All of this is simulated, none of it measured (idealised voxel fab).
process module | voxel gate over fins
cross-section cut | 250 nm wide | cells 5 nm
A cross-section is a grid of square cells, given in bands from the top down. A band is one or more rows of cells.
Each band's line starts with the height of the band's top and of its bottom, in nm. Then come its materials from left to right, each with its width in nm. One material with "throughout" fills the band from edge to edge. "air" is empty space.
Height 0 is the level under which the wafer as received is all one material. The lowest band goes on downwards, as in "0 down".
A width such as "30 to 40" changes by the same amount from each row of cells to the next, from the band's top row to its bottom row.
"no change" after a step means that no cell of the cross-section changed.
closed voids: empty space of 8 cells or more with no open way to the top, each as width x height at its distance from the left edge, in nm
after a step's settings: what the simulator itself notes on the step
overlay nm, on a step with a mask: how far to the right of its planned place the mask lay; to the left if negative
Each pair below shows a cross-section before one step and the cross-section after it, down to the lowest band that changed. The line under each pair gives the step between them, with its settings. The pairs can come from different runs of this module on the same starting wafer, so a pair continues from the pair above only where its "before" says so.
before
  0 down: Si throughout
  closed voids: none
after
  10 to 0: SiN throughout
  below 0: unchanged
  closed voids: none
the step between: op CONFORMAL_DEP | material SiN | thk nm 10
before: the cross-section after the pair above
after
  25 to 10: aC throughout
  below 10: unchanged
  closed voids: none
the step between: op DIRECTIONAL_DEP | material aC | thk nm 15
before: the cross-section after the pair above
after
  60 to 25: air 100 | resist 15 | air 20 | resist 15 | air 100
  below 25: unchanged
  closed voids: none
the step between: op PATTERN | tone cover | mask id FINS | material resist | width nm 15 | pitch nm 35 | thk nm 35 | overlay nm 0
before: the cross-section after the pair above
after
  45 to 25: air 100 | resist 15 | air 20 | resist 15 | air 100
  25 to 10: air 100 | aC 15 | air 20 | aC 15 | air 100
  below 10: unchanged
  closed voids: none
the step between: op DIRECTIONAL_ETCH | etch materials aC | depth nm 15
before: the cross-section after the pair above
after
  25 to 10: air 100 | aC 15 | air 20 | aC 15 | air 100
  below 10: unchanged
  closed voids: none
the step between: op STRIP | etch materials resist
before: the cross-section after the pair above
after
  25 to 10: air 100 | aC 15 | air 20 | aC 15 | air 100
  10 to 0: air 100 | SiN 15 | air 20 | SiN 15 | air 100
  below 0: unchanged
  closed voids: none
the step between: op DIRECTIONAL_ETCH | etch materials SiN | depth nm 10
before: the cross-section after the pair above
after
  25 to 10: air 100 | aC 15 | air 20 | aC 15 | air 100
  10 to 0: air 100 | SiN 15 | air 20 | SiN 15 | air 100
  0 to -30: air 100 | Si 15 | air 20 | Si 15 | air 100
  below -30: unchanged
  closed voids: none
the step between: op DIRECTIONAL_ETCH | etch materials Si | depth nm 30
before: the cross-section after the pair above
after
  10 to 0: air 100 | SiN 15 | air 20 | SiN 15 | air 100
  below 0: unchanged
  closed voids: none
the step between: op STRIP | etch materials aC
before: the cross-section after the pair above
after
  10 to 0: air 100 | SiN 15 | air 20 | SiN 15 | air 100
  0 to -30: air 100 | SiO2 5 | Si 5 | SiO2 5 | air 20 | SiO2 5 | Si 5 | SiO2 5 | air 100
  -30 to -35: SiO2 105 | Si 5 | SiO2 30 | Si 5 | SiO2 105
  below -35: unchanged
  closed voids: none
the step between: op OXIDIZE | depth nm 5
before: the cross-section after the pair above
after
  15 to 10: SiO2 throughout
  10 to 0: SiO2 100 | SiN 15 | SiO2 20 | SiN 15 | SiO2 100
  0 to -35: SiO2 105 | Si 5 | SiO2 30 | Si 5 | SiO2 105
  below -35: unchanged
  closed voids: none
the step between: op FILL_DEP | material SiO2 | thk nm 5
before: the cross-section after the pair above
after
  10 to 0: SiO2 100 | SiN 15 | SiO2 20 | SiN 15 | SiO2 100
  below 0: unchanged
  closed voids: none
the step between: op CMP | height nm 10
before: the cross-section after the pair above
after
  10 to 0: air 100 | SiN 15 | air 20 | SiN 15 | air 100
  0 to -15: air 105 | Si 5 | air 30 | Si 5 | air 105
  below -15: unchanged
  closed voids: none
the step between: op SELECTIVE_ETCH | etch materials SiO2 | depth nm 25
before: the cross-section after the pair above
after
  0 to -15: air 105 | Si 5 | air 30 | Si 5 | air 105
  below -15: unchanged
  closed voids: none
the step between: op STRIP | etch materials SiN
before: the cross-section after the pair above
after
  5 to 0: air 100 | HfO2 15 | air 20 | HfO2 15 | air 100
  0 to -10: air 100 | HfO2 5 | Si 5 | HfO2 5 | air 20 | HfO2 5 | Si 5 | HfO2 5 | air 100
  -10 to -15: HfO2 105 | Si 5 | HfO2 30 | Si 5 | HfO2 105
  below -15: unchanged
  closed voids: none
the step between: op CONFORMAL_DEP | material HfO2 | thk nm 5
before: the cross-section after the pair above
after
  10 to 5: air 95 | TiN 25 | air 10 | TiN 25 | air 95
  5 to 0: air 95 | TiN 5 | HfO2 15 | TiN 5 | air 10 | TiN 5 | HfO2 15 | TiN 5 | air 95
  0 to -5: air 95 | TiN 5 | HfO2 5 | Si 5 | HfO2 5 | TiN 5 | air 10 | TiN 5 | HfO2 5 | Si 5 | HfO2 5 | TiN 5 | air 95
  -5 to -10: TiN 100 | HfO2 5 | Si 5 | HfO2 5 | TiN 20 | HfO2 5 | Si 5 | HfO2 5 | TiN 100
  below -10: unchanged
  closed voids: none
the step between: op CONFORMAL_DEP | material TiN | thk nm 5
before: the cross-section after the pair above
after
  25 to 10: W throughout
  10 to 5: W 95 | TiN 25 | W 10 | TiN 25 | W 95
  5 to 0: W 95 | TiN 5 | HfO2 15 | TiN 5 | W 10 | TiN 5 | HfO2 15 | TiN 5 | W 95
  0 to -5: W 95 | TiN 5 | HfO2 5 | Si 5 | HfO2 5 | TiN 5 | W 10 | TiN 5 | HfO2 5 | Si 5 | HfO2 5 | TiN 5 | W 95
  below -5: unchanged
  closed voids: none
the step between: op FILL_DEP | material W | thk nm 15
before: the cross-section after the pair above
after
  20 to 10: W throughout
  below 10: unchanged
  closed voids: none
the step between: op CMP | height nm 20
before: the cross-section after the pair above
after
  25 to 20: SiCN throughout
  below 20: unchanged
  closed voids: none
the step between: op CONFORMAL_DEP | material SiCN | thk nm 5
before
  0 to -15: air 105 | Si 5 | air 30 | Si 5 | air 105
  -15 to -35: SiO2 105 | Si 5 | SiO2 30 | Si 5 | SiO2 105
  -35 down: Si throughout
  closed voids: none
after
  5 to 0: air 100 | TiN 15 | air 20 | TiN 15 | air 100
  0 to -10: air 100 | TiN 5 | Si 5 | TiN 5 | air 20 | TiN 5 | Si 5 | TiN 5 | air 100
  -10 to -15: TiN 105 | Si 5 | TiN 30 | Si 5 | TiN 105
  below -15: unchanged
  closed voids: none
the step between: op CONFORMAL_DEP | material TiN | thk nm 5
before: the cross-section after the pair above
after
  20 to 5: W throughout
  5 to 0: W 100 | TiN 15 | W 20 | TiN 15 | W 100
  0 to -10: W 100 | TiN 5 | Si 5 | TiN 5 | W 20 | TiN 5 | Si 5 | TiN 5 | W 100
  below -10: unchanged
  closed voids: none
the step between: op FILL_DEP | material W | thk nm 15
before: the cross-section after the pair above
after
  25 to 20: SiCN throughout
  below 20: unchanged
  closed voids: none
the step between: op CONFORMAL_DEP | material SiCN | thk nm 5
before
  10 to 0: air 100 | SiN 15 | air 20 | SiN 15 | air 100
  0 to -15: air 105 | Si 5 | air 30 | Si 5 | air 105
  -15 to -35: SiO2 105 | Si 5 | SiO2 30 | Si 5 | SiO2 105
  -35 down: Si throughout
  closed voids: none
after
  10 to 0: air 100 | SiN 15 | air 20 | SiN 15 | air 100
  0 to -35: air 105 | Si 5 | air 30 | Si 5 | air 105
  below -35: unchanged
  closed voids: none
the step between: op SELECTIVE_ETCH | etch materials SiO2 | depth nm 25
before: the cross-section after the pair above
after
  0 to -35: air 105 | Si 5 | air 30 | Si 5 | air 105
  below -35: unchanged
  closed voids: none
the step between: op STRIP | etch materials SiN
before: the cross-section after the pair above
after
  5 to 0: air 100 | HfO2 15 | air 20 | HfO2 15 | air 100
  0 to -30: air 100 | HfO2 5 | Si 5 | HfO2 5 | air 20 | HfO2 5 | Si 5 | HfO2 5 | air 100
  -30 to -35: HfO2 105 | Si 5 | HfO2 30 | Si 5 | HfO2 105
  below -35: unchanged
  closed voids: none
the step between: op CONFORMAL_DEP | material HfO2 | thk nm 5
before: the cross-section after the pair above
after
  10 to 5: air 95 | TiN 25 | air 10 | TiN 25 | air 95
  5 to 0: air 95 | TiN 5 | HfO2 15 | TiN 5 | air 10 | TiN 5 | HfO2 15 | TiN 5 | air 95
  0 to -25: air 95 | TiN 5 | HfO2 5 | Si 5 | HfO2 5 | TiN 5 | air 10 | TiN 5 | HfO2 5 | Si 5 | HfO2 5 | TiN 5 | air 95
  -25 to -30: TiN 100 | HfO2 5 | Si 5 | HfO2 5 | TiN 20 | HfO2 5 | Si 5 | HfO2 5 | TiN 100
  below -30: unchanged
  closed voids: none
the step between: op CONFORMAL_DEP | material TiN | thk nm 5
before: the cross-section after the pair above
after
  25 to 10: W throughout
  10 to 5: W 95 | TiN 25 | W 10 | TiN 25 | W 95
  5 to 0: W 95 | TiN 5 | HfO2 15 | TiN 5 | W 10 | TiN 5 | HfO2 15 | TiN 5 | W 95
  0 to -25: W 95 | TiN 5 | HfO2 5 | Si 5 | HfO2 5 | TiN 5 | W 10 | TiN 5 | HfO2 5 | Si 5 | HfO2 5 | TiN 5 | W 95
  below -25: unchanged
  closed voids: none
the step between: op FILL_DEP | material W | thk nm 15
before: the cross-section after the pair above
after
  20 to 10: W throughout
  below 10: unchanged
  closed voids: none
the step between: op CMP | height nm 20
before: the cross-section after the pair above
after
  25 to 20: SiCN throughout
  below 20: unchanged
  closed voids: none
the step between: op CONFORMAL_DEP | material SiCN | thk nm 5
before
  5 to 0: air 100 | TiN 15 | air 20 | TiN 15 | air 100
  0 to -10: air 100 | TiN 5 | Si 5 | TiN 5 | air 20 | TiN 5 | Si 5 | TiN 5 | air 100
  -10 to -15: TiN 105 | Si 5 | TiN 30 | Si 5 | TiN 105
  -15 to -35: SiO2 105 | Si 5 | SiO2 30 | Si 5 | SiO2 105
  -35 down: Si throughout
  closed voids: none
after
  10 to 5: air 95 | HfO2 25 | air 10 | HfO2 25 | air 95
  5 to 0: air 95 | HfO2 5 | TiN 15 | HfO2 5 | air 10 | HfO2 5 | TiN 15 | HfO2 5 | air 95
  0 to -5: air 95 | HfO2 5 | TiN 5 | Si 5 | TiN 5 | HfO2 5 | air 10 | HfO2 5 | TiN 5 | Si 5 | TiN 5 | HfO2 5 | air 95
  -5 to -10: HfO2 100 | TiN 5 | Si 5 | TiN 5 | HfO2 20 | TiN 5 | Si 5 | TiN 5 | HfO2 100
  below -10: unchanged
  closed voids: none
the step between: op CONFORMAL_DEP | material HfO2 | thk nm 5
before: the cross-section after the pair above
after
  25 to 10: W throughout
  10 to 5: W 95 | HfO2 25 | W 10 | HfO2 25 | W 95
  5 to 0: W 95 | HfO2 5 | TiN 15 | HfO2 5 | W 10 | HfO2 5 | TiN 15 | HfO2 5 | W 95
  0 to -5: W 95 | HfO2 5 | TiN 5 | Si 5 | TiN 5 | HfO2 5 | W 10 | HfO2 5 | TiN 5 | Si 5 | TiN 5 | HfO2 5 | W 95
  below -5: unchanged
  closed voids: none
the step between: op FILL_DEP | material W | thk nm 15
before: the cross-section after the pair above
after
  20 to 10: W throughout
  below 10: unchanged
  closed voids: none
the step between: op CMP | height nm 20
before: the cross-section after the pair above
after
  25 to 20: SiCN throughout
  below 20: unchanged
  closed voids: none
the step between: op CONFORMAL_DEP | material SiCN | thk nm 5
before
  25 to 10: air 100 | aC 15 | air 20 | aC 15 | air 100
  10 to 0: air 100 | SiN 15 | air 20 | SiN 15 | air 100
  0 down: Si throughout
  closed voids: none
after
  25 to 10: air 100 | aC 15 | air 20 | aC 15 | air 100
  10 to 0: air 100 | SiN 15 | air 20 | SiN 15 | air 100
  0 to -20: air 100 | Si 15 | air 20 | Si 15 | air 100
  below -20: unchanged
  closed voids: none
the step between: op DIRECTIONAL_ETCH | etch materials Si | depth nm 20
before: the cross-section after the pair above
after
  10 to 0: air 100 | SiN 15 | air 20 | SiN 15 | air 100
  below 0: unchanged
  closed voids: none
the step between: op STRIP | etch materials aC
before: the cross-section after the pair above
after
  10 to 0: air 100 | SiN 15 | air 20 | SiN 15 | air 100
  0 to -20: air 100 | SiO2 5 | Si 5 | SiO2 5 | air 20 | SiO2 5 | Si 5 | SiO2 5 | air 100
  -20 to -25: SiO2 105 | Si 5 | SiO2 30 | Si 5 | SiO2 105
  below -25: unchanged
  closed voids: none
the step between: op OXIDIZE | depth nm 5
before: the cross-section after the pair above
after
  15 to 10: SiO2 throughout
  10 to 0: SiO2 100 | SiN 15 | SiO2 20 | SiN 15 | SiO2 100
  0 to -25: SiO2 105 | Si 5 | SiO2 30 | Si 5 | SiO2 105
  below -25: unchanged
  closed voids: none
the step between: op FILL_DEP | material SiO2 | thk nm 5
before: the cross-section after the pair above
after
  10 to 0: SiO2 100 | SiN 15 | SiO2 20 | SiN 15 | SiO2 100
  below 0: unchanged
  closed voids: none
the step between: op CMP | height nm 10
before: the cross-section after the pair above
after
  10 to 0: air 100 | SiN 15 | air 20 | SiN 15 | air 100
  0 to -15: air 105 | Si 5 | air 30 | Si 5 | air 105
  below -15: unchanged
  closed voids: none
the step between: op SELECTIVE_ETCH | etch materials SiO2 | depth nm 25
before: the cross-section after the pair above
after
  0 to -15: air 105 | Si 5 | air 30 | Si 5 | air 105
  below -15: unchanged
  closed voids: none
the step between: op STRIP | etch materials SiN
before: the cross-section after the pair above
after
  5 to 0: air 100 | HfO2 15 | air 20 | HfO2 15 | air 100
  0 to -10: air 100 | HfO2 5 | Si 5 | HfO2 5 | air 20 | HfO2 5 | Si 5 | HfO2 5 | air 100
  -10 to -15: HfO2 105 | Si 5 | HfO2 30 | Si 5 | HfO2 105
  below -15: unchanged
  closed voids: none
the step between: op CONFORMAL_DEP | material HfO2 | thk nm 5
before: the cross-section after the pair above
after
  10 to 5: air 95 | TiN 25 | air 10 | TiN 25 | air 95
  5 to 0: air 95 | TiN 5 | HfO2 15 | TiN 5 | air 10 | TiN 5 | HfO2 15 | TiN 5 | air 95
  0 to -5: air 95 | TiN 5 | HfO2 5 | Si 5 | HfO2 5 | TiN 5 | air 10 | TiN 5 | HfO2 5 | Si 5 | HfO2 5 | TiN 5 | air 95
  -5 to -10: TiN 100 | HfO2 5 | Si 5 | HfO2 5 | TiN 20 | HfO2 5 | Si 5 | HfO2 5 | TiN 100
  below -10: unchanged
  closed voids: none
the step between: op CONFORMAL_DEP | material TiN | thk nm 5
before: the cross-section after the pair above
after
  25 to 10: W throughout
  10 to 5: W 95 | TiN 25 | W 10 | TiN 25 | W 95
  5 to 0: W 95 | TiN 5 | HfO2 15 | TiN 5 | W 10 | TiN 5 | HfO2 15 | TiN 5 | W 95
  0 to -5: W 95 | TiN 5 | HfO2 5 | Si 5 | HfO2 5 | TiN 5 | W 10 | TiN 5 | HfO2 5 | Si 5 | HfO2 5 | TiN 5 | W 95
  below -5: unchanged
  closed voids: none
the step between: op FILL_DEP | material W | thk nm 15
before: the cross-section after the pair above
after
  20 to 10: W throughout
  below 10: unchanged
  closed voids: none
the step between: op CMP | height nm 20
before: the cross-section after the pair above
after
  25 to 20: SiCN throughout
  below 20: unchanged
  closed voids: none
the step between: op CONFORMAL_DEP | material SiCN | thk nm 5
before
  25 to 10: aC throughout
  10 to 0: SiN throughout
  0 down: Si throughout
  closed voids: none
after
  60 to 25: air 100 | resist 20 | air 15 | resist 20 | air 95
  below 25: unchanged
  closed voids: none
the step between: op PATTERN | tone cover | mask id FINS | material resist | width nm 20 | pitch nm 35 | thk nm 35 | overlay nm 0
before: the cross-section after the pair above
after
  45 to 25: air 100 | resist 20 | air 15 | resist 20 | air 95
  25 to 10: air 100 | aC 20 | air 15 | aC 20 | air 95
  below 10: unchanged
  closed voids: none
the step between: op DIRECTIONAL_ETCH | etch materials aC | depth nm 15
before: the cross-section after the pair above
after
  25 to 10: air 100 | aC 20 | air 15 | aC 20 | air 95
  below 10: unchanged
  closed voids: none
the step between: op STRIP | etch materials resist
before: the cross-section after the pair above
after
  25 to 10: air 100 | aC 20 | air 15 | aC 20 | air 95
  10 to 0: air 100 | SiN 20 | air 15 | SiN 20 | air 95
  below 0: unchanged
  closed voids: none
the step between: op DIRECTIONAL_ETCH | etch materials SiN | depth nm 10
before: the cross-section after the pair above
after
  25 to 10: air 100 | aC 20 | air 15 | aC 20 | air 95
  10 to 0: air 100 | SiN 20 | air 15 | SiN 20 | air 95
  0 to -30: air 100 | Si 20 | air 15 | Si 20 | air 95
  below -30: unchanged
  closed voids: none
the step between: op DIRECTIONAL_ETCH | etch materials Si | depth nm 30
before: the cross-section after the pair above
after
  10 to 0: air 100 | SiN 20 | air 15 | SiN 20 | air 95
  below 0: unchanged
  closed voids: none
the step between: op STRIP | etch materials aC
before: the cross-section after the pair above
after
  10 to 0: air 100 | SiN 20 | air 15 | SiN 20 | air 95
  0 to -30: air 100 | SiO2 5 | Si 10 | SiO2 5 | air 15 | SiO2 5 | Si 10 | SiO2 5 | air 95
  -30 to -35: SiO2 105 | Si 10 | SiO2 25 | Si 10 | SiO2 100
  below -35: unchanged
  closed voids: none
the step between: op OXIDIZE | depth nm 5
before: the cross-section after the pair above
after
  15 to 10: SiO2 throughout
  10 to 0: SiO2 100 | SiN 20 | SiO2 15 | SiN 20 | SiO2 95
  0 to -35: SiO2 105 | Si 10 | SiO2 25 | Si 10 | SiO2 100
  below -35: unchanged
  closed voids: none
the step between: op FILL_DEP | material SiO2 | thk nm 5
before: the cross-section after the pair above
after
  10 to 0: SiO2 100 | SiN 20 | SiO2 15 | SiN 20 | SiO2 95
  below 0: unchanged
  closed voids: none
the step between: op CMP | height nm 10
before: the cross-section after the pair above
after
  10 to 0: air 100 | SiN 20 | air 15 | SiN 20 | air 95
  0 to -15: air 105 | Si 10 | air 25 | Si 10 | air 100
  below -15: unchanged
  closed voids: none
the step between: op SELECTIVE_ETCH | etch materials SiO2 | depth nm 25
before: the cross-section after the pair above
after
  0 to -15: air 105 | Si 10 | air 25 | Si 10 | air 100
  below -15: unchanged
  closed voids: none
the step between: op STRIP | etch materials SiN
before: the cross-section after the pair above
after
  5 to 0: air 100 | HfO2 20 | air 15 | HfO2 20 | air 95
  0 to -10: air 100 | HfO2 5 | Si 10 | HfO2 5 | air 15 | HfO2 5 | Si 10 | HfO2 5 | air 95
  -10 to -15: HfO2 105 | Si 10 | HfO2 25 | Si 10 | HfO2 100
  below -15: unchanged
  closed voids: none
the step between: op CONFORMAL_DEP | material HfO2 | thk nm 5
before: the cross-section after the pair above
after
  10 to 5: air 95 | TiN 30 | air 5 | TiN 30 | air 90
  5 to 0: air 95 | TiN 5 | HfO2 20 | TiN 5 | air 5 | TiN 5 | HfO2 20 | TiN 5 | air 90
  0 to -5: air 95 | TiN 5 | HfO2 5 | Si 10 | HfO2 5 | TiN 5 | air 5 | TiN 5 | HfO2 5 | Si 10 | HfO2 5 | TiN 5 | air 90
  -5 to -10: TiN 100 | HfO2 5 | Si 10 | HfO2 5 | TiN 15 | HfO2 5 | Si 10 | HfO2 5 | TiN 95
  below -10: unchanged
  closed voids: none
the step between: op CONFORMAL_DEP | material TiN | thk nm 5
before: the cross-section after the pair above
after
  25 to 10: W throughout
  10 to 5: W 95 | TiN 30 | W 5 | TiN 30 | W 90
  5 to 0: W 95 | TiN 5 | HfO2 20 | TiN 5 | W 5 | TiN 5 | HfO2 20 | TiN 5 | W 90
  0 to -5: W 95 | TiN 5 | HfO2 5 | Si 10 | HfO2 5 | TiN 5 | W 5 | TiN 5 | HfO2 5 | Si 10 | HfO2 5 | TiN 5 | W 90
  below -5: unchanged
  closed voids: none
the step between: op FILL_DEP | material W | thk nm 15
before: the cross-section after the pair above
after
  20 to 10: W throughout
  below 10: unchanged
  closed voids: none
the step between: op CMP | height nm 20
before: the cross-section after the pair above
after
  25 to 20: SiCN throughout
  below 20: unchanged
  closed voids: none
the step between: op CONFORMAL_DEP | material SiCN | thk nm 5
before
  25 to 10: aC throughout
  10 to 0: SiN throughout
  0 down: Si throughout
  closed voids: none
after
  60 to 25: air 95 | resist 15 | air 20 | resist 15 | air 105
  below 25: unchanged
  closed voids: none
the step between: op PATTERN | tone cover | mask id FINS | material resist | width nm 15 | pitch nm 35 | thk nm 35 | overlay nm -5
before: the cross-section after the pair above
after
  45 to 25: air 95 | resist 15 | air 20 | resist 15 | air 105
  25 to 10: air 95 | aC 15 | air 20 | aC 15 | air 105
  below 10: unchanged
  closed voids: none
the step between: op DIRECTIONAL_ETCH | etch materials aC | depth nm 15
before: the cross-section after the pair above
after
  25 to 10: air 95 | aC 15 | air 20 | aC 15 | air 105
  below 10: unchanged
  closed voids: none
the step between: op STRIP | etch materials resist
before: the cross-section after the pair above
after
  25 to 10: air 95 | aC 15 | air 20 | aC 15 | air 105
  10 to 0: air 95 | SiN 15 | air 20 | SiN 15 | air 105
  below 0: unchanged
  closed voids: none
the step between: op DIRECTIONAL_ETCH | etch materials SiN | depth nm 10
before: the cross-section after the pair above
after
  25 to 10: air 95 | aC 15 | air 20 | aC 15 | air 105
  10 to 0: air 95 | SiN 15 | air 20 | SiN 15 | air 105
  0 to -30: air 95 | Si 15 | air 20 | Si 15 | air 105
  below -30: unchanged
  closed voids: none
the step between: op DIRECTIONAL_ETCH | etch materials Si | depth nm 30
before: the cross-section after the pair above
after
  10 to 0: air 95 | SiN 15 | air 20 | SiN 15 | air 105
  below 0: unchanged
  closed voids: none
the step between: op STRIP | etch materials aC
before: the cross-section after the pair above
after
  10 to 0: air 95 | SiN 15 | air 20 | SiN 15 | air 105
  0 to -30: air 95 | SiO2 5 | Si 5 | SiO2 5 | air 20 | SiO2 5 | Si 5 | SiO2 5 | air 105
  -30 to -35: SiO2 100 | Si 5 | SiO2 30 | Si 5 | SiO2 110
  below -35: unchanged
  closed voids: none
the step between: op OXIDIZE | depth nm 5
before: the cross-section after the pair above
after
  15 to 10: SiO2 throughout
  10 to 0: SiO2 95 | SiN 15 | SiO2 20 | SiN 15 | SiO2 105
  0 to -35: SiO2 100 | Si 5 | SiO2 30 | Si 5 | SiO2 110
  below -35: unchanged
  closed voids: none
the step between: op FILL_DEP | material SiO2 | thk nm 5
before: the cross-section after the pair above
after
  10 to 0: SiO2 95 | SiN 15 | SiO2 20 | SiN 15 | SiO2 105
  below 0: unchanged
  closed voids: none
the step between: op CMP | height nm 10
before: the cross-section after the pair above
after
  10 to 0: air 95 | SiN 15 | air 20 | SiN 15 | air 105
  0 to -15: air 100 | Si 5 | air 30 | Si 5 | air 110
  below -15: unchanged
  closed voids: none
the step between: op SELECTIVE_ETCH | etch materials SiO2 | depth nm 25
before: the cross-section after the pair above
after
  0 to -15: air 100 | Si 5 | air 30 | Si 5 | air 110
  below -15: unchanged
  closed voids: none
the step between: op STRIP | etch materials SiN
before: the cross-section after the pair above
after
  5 to 0: air 95 | HfO2 15 | air 20 | HfO2 15 | air 105
  0 to -10: air 95 | HfO2 5 | Si 5 | HfO2 5 | air 20 | HfO2 5 | Si 5 | HfO2 5 | air 105
  -10 to -15: HfO2 100 | Si 5 | HfO2 30 | Si 5 | HfO2 110
  below -15: unchanged
  closed voids: none
the step between: op CONFORMAL_DEP | material HfO2 | thk nm 5
before: the cross-section after the pair above
after
  10 to 5: air 90 | TiN 25 | air 10 | TiN 25 | air 100
  5 to 0: air 90 | TiN 5 | HfO2 15 | TiN 5 | air 10 | TiN 5 | HfO2 15 | TiN 5 | air 100
  0 to -5: air 90 | TiN 5 | HfO2 5 | Si 5 | HfO2 5 | TiN 5 | air 10 | TiN 5 | HfO2 5 | Si 5 | HfO2 5 | TiN 5 | air 100
  -5 to -10: TiN 95 | HfO2 5 | Si 5 | HfO2 5 | TiN 20 | HfO2 5 | Si 5 | HfO2 5 | TiN 105
  below -10: unchanged
  closed voids: none
the step between: op CONFORMAL_DEP | material TiN | thk nm 5
before: the cross-section after the pair above
after
  25 to 10: W throughout
  10 to 5: W 90 | TiN 25 | W 10 | TiN 25 | W 100
  5 to 0: W 90 | TiN 5 | HfO2 15 | TiN 5 | W 10 | TiN 5 | HfO2 15 | TiN 5 | W 100
  0 to -5: W 90 | TiN 5 | HfO2 5 | Si 5 | HfO2 5 | TiN 5 | W 10 | TiN 5 | HfO2 5 | Si 5 | HfO2 5 | TiN 5 | W 100
  below -5: unchanged
  closed voids: none
the step between: op FILL_DEP | material W | thk nm 15
before: the cross-section after the pair above
after
  20 to 10: W throughout
  below 10: unchanged
  closed voids: none
the step between: op CMP | height nm 20
before: the cross-section after the pair above
after
  25 to 20: SiCN throughout
  below 20: unchanged
  closed voids: none
the step between: op CONFORMAL_DEP | material SiCN | thk nm 5
before
  10 to 5: air 95 | TiN 25 | air 10 | TiN 25 | air 95
  5 to 0: air 95 | TiN 5 | HfO2 15 | TiN 5 | air 10 | TiN 5 | HfO2 15 | TiN 5 | air 95
  0 to -5: air 95 | TiN 5 | HfO2 5 | Si 5 | HfO2 5 | TiN 5 | air 10 | TiN 5 | HfO2 5 | Si 5 | HfO2 5 | TiN 5 | air 95
  -5 to -10: TiN 100 | HfO2 5 | Si 5 | HfO2 5 | TiN 20 | HfO2 5 | Si 5 | HfO2 5 | TiN 100
  -10 to -15: HfO2 105 | Si 5 | HfO2 30 | Si 5 | HfO2 105
  -15 to -35: SiO2 105 | Si 5 | SiO2 30 | Si 5 | SiO2 105
  -35 down: Si throughout
  closed voids: none
after
  25 to 5: TiN throughout
  5 to 0: TiN 100 | HfO2 15 | TiN 20 | HfO2 15 | TiN 100
  0 to -10: TiN 100 | HfO2 5 | Si 5 | HfO2 5 | TiN 20 | HfO2 5 | Si 5 | HfO2 5 | TiN 100
  below -10: unchanged
  closed voids: none
the step between: op FILL_DEP | material TiN | thk nm 15
before: the cross-section after the pair above
after
  20 to 5: TiN throughout
  below 5: unchanged
  closed voids: none
the step between: op CMP | height nm 20
before: the cross-section after the pair above
after
  25 to 20: SiCN throughout
  below 20: unchanged
  closed voids: none
the step between: op CONFORMAL_DEP | material SiCN | thk nm 5
before
  25 to 10: aC throughout
  10 to 0: SiN throughout
  0 down: Si throughout
  closed voids: none
after
  60 to 25: resist 100 | air 15 | resist 20 | air 15 | resist 100
  below 25: unchanged
  closed voids: none
the step between: op PATTERN | tone open | mask id FINS | material resist | width nm 15 | pitch nm 35 | thk nm 35 | overlay nm 0
before: the cross-section after the pair above
after
  45 to 25: resist 100 | air 15 | resist 20 | air 15 | resist 100
  25 to 10: aC 100 | air 15 | aC 20 | air 15 | aC 100
  below 10: unchanged
  closed voids: none
the step between: op DIRECTIONAL_ETCH | etch materials aC | depth nm 15
before: the cross-section after the pair above
after
  25 to 10: aC 100 | air 15 | aC 20 | air 15 | aC 100
  below 10: unchanged
  closed voids: none
the step between: op STRIP | etch materials resist
before: the cross-section after the pair above
after
  25 to 10: aC 100 | air 15 | aC 20 | air 15 | aC 100
  10 to 0: SiN 100 | air 15 | SiN 20 | air 15 | SiN 100
  below 0: unchanged
  closed voids: none
the step between: op DIRECTIONAL_ETCH | etch materials SiN | depth nm 10
before: the cross-section after the pair above
after
  25 to 10: aC 100 | air 15 | aC 20 | air 15 | aC 100
  10 to 0: SiN 100 | air 15 | SiN 20 | air 15 | SiN 100
  0 to -30: Si 100 | air 15 | Si 20 | air 15 | Si 100
  below -30: unchanged
  closed voids: none
the step between: op DIRECTIONAL_ETCH | etch materials Si | depth nm 30
before: the cross-section after the pair above
after
  10 to 0: SiN 100 | air 15 | SiN 20 | air 15 | SiN 100
  below 0: unchanged
  closed voids: none
the step between: op STRIP | etch materials aC
before: the cross-section after the pair above
after
  10 to 0: SiN 100 | air 15 | SiN 20 | air 15 | SiN 100
  0 to -30: Si 95 | SiO2 5 | air 15 | SiO2 5 | Si 10 | SiO2 5 | air 15 | SiO2 5 | Si 95
  -30 to -35: Si 95 | SiO2 25 | Si 10 | SiO2 25 | Si 95
  below -35: unchanged
  closed voids: none
the step between: op OXIDIZE | depth nm 5
before: the cross-section after the pair above
after
  15 to 10: SiO2 throughout
  10 to 0: SiN 100 | SiO2 15 | SiN 20 | SiO2 15 | SiN 100
  0 to -35: Si 95 | SiO2 25 | Si 10 | SiO2 25 | Si 95
  below -35: unchanged
  closed voids: none
the step between: op FILL_DEP | material SiO2 | thk nm 5
before: the cross-section after the pair above
after
  10 to 0: SiN 100 | SiO2 15 | SiN 20 | SiO2 15 | SiN 100
  below 0: unchanged
  closed voids: none
the step between: op CMP | height nm 10
before: the cross-section after the pair above
after
  10 to 0: SiN 100 | air 15 | SiN 20 | air 15 | SiN 100
  0 to -15: Si 95 | air 25 | Si 10 | air 25 | Si 95
  below -15: unchanged
  closed voids: none
the step between: op SELECTIVE_ETCH | etch materials SiO2 | depth nm 25
before: the cross-section after the pair above
after
  0 to -15: Si 95 | air 25 | Si 10 | air 25 | Si 95
  below -15: unchanged
  closed voids: none
the step between: op STRIP | etch materials SiN
before: the cross-section after the pair above
after
  5 to 0: HfO2 100 | air 15 | HfO2 20 | air 15 | HfO2 100
  0 to -10: Si 95 | HfO2 5 | air 15 | HfO2 5 | Si 10 | HfO2 5 | air 15 | HfO2 5 | Si 95
  -10 to -15: Si 95 | HfO2 25 | Si 10 | HfO2 25 | Si 95
  below -15: unchanged
  closed voids: none
the step between: op CONFORMAL_DEP | material HfO2 | thk nm 5
before: the cross-section after the pair above
after
  10 to 5: TiN 105 | air 5 | TiN 30 | air 5 | TiN 105
  5 to 0: HfO2 100 | TiN 5 | air 5 | TiN 5 | HfO2 20 | TiN 5 | air 5 | TiN 5 | HfO2 100
  0 to -5: Si 95 | HfO2 5 | TiN 5 | air 5 | TiN 5 | HfO2 5 | Si 10 | HfO2 5 | TiN 5 | air 5 | TiN 5 | HfO2 5 | Si 95
  -5 to -10: Si 95 | HfO2 5 | TiN 15 | HfO2 5 | Si 10 | HfO2 5 | TiN 15 | HfO2 5 | Si 95
  below -10: unchanged
  closed voids: none
the step between: op CONFORMAL_DEP | material TiN | thk nm 5
before: the cross-section after the pair above
after
  25 to 10: W throughout
  10 to 5: TiN 105 | W 5 | TiN 30 | W 5 | TiN 105
  5 to 0: HfO2 100 | TiN 5 | W 5 | TiN 5 | HfO2 20 | TiN 5 | W 5 | TiN 5 | HfO2 100
  0 to -5: Si 95 | HfO2 5 | TiN 5 | W 5 | TiN 5 | HfO2 5 | Si 10 | HfO2 5 | TiN 5 | W 5 | TiN 5 | HfO2 5 | Si 95
  below -5: unchanged
  closed voids: none
the step between: op FILL_DEP | material W | thk nm 15
